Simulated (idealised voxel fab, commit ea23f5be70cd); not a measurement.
process module | voxel released beams
cross-section cut | 280 nm wide | cells 5 nm
A cross-section is a grid of square cells, given in bands from the top down. A band is one or more rows of cells.
Each band's line starts with the height of the band's top and of its bottom, in nm. Then come its materials from left to right, each with its width in nm. One material with "throughout" fills the band from edge to edge. "air" is empty space.
Height 0 is the level under which the wafer as received is all one material. The lowest band goes on downwards, as in "0 down".
A width such as "30 to 40" changes by the same amount from each row of cells to the next, from the band's top row to its bottom row.
"no change" after a step means that no cell of the cross-section changed.
closed voids: empty space of 8 cells or more with no open way to the top, each as width x height at its distance from the left edge, in nm
after a step's settings: what the simulator itself notes on the step
overlay nm, on a step with a mask: how far to the right of its planned place the mask lay; to the left if negative
plan
1 op RECEIVE | material Si
2 op CONFORMAL_DEP | material SiN | thk nm 10
3 op DIRECTIONAL_DEP | material SiO2 | thk nm 15
4 op MASKED_ETCH | tone open | mask id ANCHOR | width nm 40 | etch materials SiO2 | depth nm 15 | overlay nm 0
5 op CONFORMAL_DEP | material W | thk nm 15
6 op DIRECTIONAL_DEP | material aC | thk nm 5
7 op PATTERN | tone cover | mask id BEAM | material resist | width nm 120 | thk nm 25 | overlay nm 0
8 op DIRECTIONAL_ETCH | etch materials aC | depth nm 10
9 op STRIP | etch materials resist
10 op DIRECTIONAL_ETCH | etch materials W | depth nm 15
11 op STRIP | etch materials aC
12 op STRIP | etch materials SiO2
varied across the wafers: thk nm of step 6. The plan shows the first wafer's value. All wafers start alike
first wafer as received, after step 1
  0 down: Si throughout
  closed voids: none
each wafer at the end: cells of each material gained (+) or lost (-) since it was received, then its closed voids
thk nm 5 | +112 SiN | +90 W | closed voids: none
thk nm 10 | +112 SiN | +90 W | closed voids: none
thk nm 15 | +112 SiN | +144 SiO2 | +186 W | closed voids: none
thk nm 20 | +112 SiN | +144 SiO2 | +186 W | closed voids: none
thk nm 25 | +112 SiN | +144 SiO2 | +186 W | closed voids: none
